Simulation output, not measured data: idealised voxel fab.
Module name: voxel local oxidation (process module)
The cross-section on display is named cut; it measures 215 nm wide, and its cells are 5 nm squares.
Cross-section, as written here: a square-cell grid given band by band from the top down, where a band holds one or more rows of cells.
First you get the band's top height and its bottom height, in nm, and then the materials it's made of, left to right, with each width in nm. If you see a single material with "edge to edge", that one covers the band edge to edge. "blank" is empty space.
Heights are expressed relative to 0, this being the level below which the as-received wafer comprises one material exclusively. The lowest band is unbounded in the downward direction and is denoted as in "from 0 down".
Quick explanation for "30->40": the width changes in equal steps down the rows of cells, from the first number in the band's top row to the second number in its bottom row.
"all unchanged" means the step left every cell of the cross-section as it was.
"Sealed void list": sealed empty spaces, 8 cells or more, no open way to top, listed width x height at distance, with distance from the left edge and width, height and distance in nm.
Anything after a step's settings on that line? It's the simulator's own note about the step.
"overlay nm" denotes, for a step that has a mask, the displacement of the mask to the right of its planned place, with negative values corresponding to the left.

Below is the list of planned process steps
1,RECEIVE with material Si
2,CONFORMAL_DEP with material SiO2, thk nm 5
3,CONFORMAL_DEP with material SiN, thk nm 10
4,MASKED_ETCH with tone cover, mask id ACTIVE, width nm 90, etch materials SiN, depth nm 10, overlay nm 0
5,SELECTIVE_ETCH with etch materials SiO2, depth nm 5
6,OXIDIZE with depth nm 10
7,STRIP with etch materials SiN

Cross-section of the wafer upon arrival, representing the state reached after step 1
> from 0 down  Si edge to edge
> Sealed void list: none

Post-module cross-section of the first of two wafers (run per plan)
> from 5 to 0  blank=65, then SiO2=80, then blank=70
> from 0 to -10  SiO2=75, then Si=60, then SiO2=80
> from -10 down  Si edge to edge
> Sealed void list: none

This cross-section belongs to the second wafer of two at the end of the module; the start and the plan were shared with the first, and the run included one mistake
> from 5 to 0  blank=55, then SiO2=80, then blank=80
> from 0 to -10  SiO2=65, then Si=60, then SiO2=90
> from -10 down  Si edge to edge
> Sealed void list: none
Here's what went sideways: step 4, actual vs plan mismatch, actual run MASKED_ETCH with tone cover, mask id ACTIVE, width nm 90, etch materials SiN, depth nm 10, overlay nm -10
The concluding comparison shows that, measured in cells, each material is equally abundant on both wafers, albeit at different positions.
